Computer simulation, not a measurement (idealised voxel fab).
Module name: voxel released beams (process module)
cross-section cut | 250 nm wide | cells 5 nm
Cross-section, as written here: a square-cell grid given band by band from the top down, where a band holds one or more rows of cells. Look at the band entry: it leads with the top's height and the bottom's height in nm. Then it lists the materials left to right, with a width in nm for each. The word "edge to edge" on a single material says that material fills the band edge to edge. The word "air" is empty space. Heights from 0 (as-received wafer is one material below). Bottom band endless downward, as "top 0, no bottom". Width: "30->40" (first number = top row, second number = bottom row, same change from row to row of cells). Step note "stayed the same" = no cross-section cell changed. Each empty space that has no open way to the top and spans at least 8 cells appears under "Sealed void inventory" as width x height at distance, the distance counted from the left edge, all in nm. The remark found on a step's line after its settings is issued by the simulator itself and pertains to that step. The optional step-line setting "overlay nm" applies to steps with a mask and quantifies how far to the right of its planned location the mask lay, a negative value indicating leftward placement.
# So here's the lineup of process steps we planned
- 1: RECEIVE with material Si
- 2: CONFORMAL_DEP with material Al2O3, thk nm 10
- 3: DIRECTIONAL_DEP with material SiO2, thk nm 20
- 4: DIRECTIONAL_DEP with material aC, thk nm 15
- 5: PATTERN with tone open, mask id ANCHOR, material resist, width nm 25, thk nm 30, overlay nm 0
- 6: DIRECTIONAL_ETCH with etch materials aC, depth nm 15
- 7: STRIP with etch materials resist
- 8: DIRECTIONAL_ETCH with etch materials SiO2, depth nm 20
- 9: STRIP with etch materials aC
- 10: CONFORMAL_DEP with material SiN, thk nm 10
- 11: PATTERN with tone cover, mask id BEAM, material resist, width nm 70, thk nm 15, overlay nm 0
- 12: DIRECTIONAL_ETCH with etch materials SiN, depth nm 10
- 13: STRIP with etch materials resist
- 14: STRIP with etch materials SiO2
# First out of two wafers; run went to plan
# Here's what the wafer looked like in cross-section when it arrived - that's after step 1
> top 0, no bottom | Si edge to edge
> Sealed void inventory: none
# Take a look at the wafer's cross-section after step 2
> top 10, bottom 0 | Al2O3 edge to edge
> below 0: unchanged
# Take a look at the wafer's cross-section after step 3
> top 30, bottom 10 | SiO2 edge to edge
> below 10: unchanged
# Take a look at the wafer's cross-section after step 4
> top 45, bottom 30 | aC edge to edge
> below 30: unchanged
# Take a look at the wafer's cross-section after step 5
> top 75, bottom 45 | resist=90, then air=25, then resist=135
> below 45: unchanged
# Take a look at the wafer's cross-section after step 6
> top 60, bottom 45 | resist=90, then air=25, then resist=135
> top 45, bottom 30 | aC=90, then air=25, then aC=135
> below 30: unchanged
# Take a look at the wafer's cross-section after step 7
> top 45, bottom 30 | aC=90, then air=25, then aC=135
> below 30: unchanged
# Take a look at the wafer's cross-section after step 8
> top 45, bottom 30 | aC=90, then air=25, then aC=135
> top 30, bottom 10 | SiO2=90, then air=25, then SiO2=135
> below 10: unchanged
# Take a look at the wafer's cross-section after step 9
> top 30, bottom 10 | SiO2=90, then air=25, then SiO2=135
> below 10: unchanged
# Take a look at the wafer's cross-section after step 10
> top 40, bottom 30 | SiN=100, then air=5, then SiN=145
> top 30, bottom 20 | SiO2=90, then SiN=10, then air=5, then SiN=10, then SiO2=135
> top 20, bottom 10 | SiO2=90, then SiN=25, then SiO2=135
> below 10: unchanged
# Take a look at the wafer's cross-section after step 11
> top 55, bottom 40 | air=85, then resist=70, then air=95
> top 40, bottom 30 | SiN=100, then resist=5, then SiN=145
> top 30, bottom 20 | SiO2=90, then SiN=10, then resist=5, then SiN=10, then SiO2=135
> below 20: unchanged
# Take a look at the wafer's cross-section after step 12
> top 55, bottom 40 | air=85, then resist=70, then air=95
> top 40, bottom 30 | air=85, then SiN=15, then resist=5, then SiN=50, then air=95
> below 30: unchanged
# Take a look at the wafer's cross-section after step 13
> top 40, bottom 30 | air=85, then SiN=15, then air=5, then SiN=50, then air=95
> top 30, bottom 20 | SiO2=90, then SiN=10, then air=5, then SiN=10, then SiO2=135
> below 20: unchanged
# Take a look at the wafer's cross-section after step 14
> top 40, bottom 30 | air=85, then SiN=15, then air=5, then SiN=50, then air=95
> top 30, bottom 20 | air=90, then SiN=10, then air=5, then SiN=10, then air=135
> top 20, bottom 10 | air=90, then SiN=25, then air=135
> below 10: unchanged
# Second of two: same start, same plan, one run error; steps up to and including 10 match the first
# Cross-sectional representation of the second wafer at the time designated in the plan for the completion of step 11
> top 55, bottom 40 | air=90, then resist=70, then air=90
> top 40, bottom 30 | SiN=100, then resist=5, then SiN=145
> top 30, bottom 20 | SiO2=90, then SiN=10, then resist=5, then SiN=10, then SiO2=135
> below 20: unchanged
# Cross-sectional representation of the second wafer at the time designated in the plan for the completion of step 12
> top 55, bottom 40 | air=90, then resist=70, then air=90
> top 40, bottom 30 | air=90, then SiN=10, then resist=5, then SiN=55, then air=90
> below 30: unchanged
# Cross-sectional representation of the second wafer at the time designated in the plan for the completion of step 13
> top 40, bottom 30 | air=90, then SiN=10, then air=5, then SiN=55, then air=90
> top 30, bottom 20 | SiO2=90, then SiN=10, then air=5, then SiN=10, then SiO2=135
> below 20: unchanged
# Cross-sectional representation of the second wafer at the time designated in the plan for the completion of step 14
> top 40, bottom 30 | air=90, then SiN=10, then air=5, then SiN=55, then air=90
> top 30, bottom 20 | air=90, then SiN=10, then air=5, then SiN=10, then air=135
> top 20, bottom 10 | air=90, then SiN=25, then air=135
> below 10: unchanged
Misprocessing identified: step 11 ran with different settings than intended, the actual operation and settings being PATTERN with tone cover, mask id BEAM, material resist, width nm 70, thk nm 15, overlay nm 5
Heads up: at the end the two wafers have identical cell counts per material, they're just laid out differently.
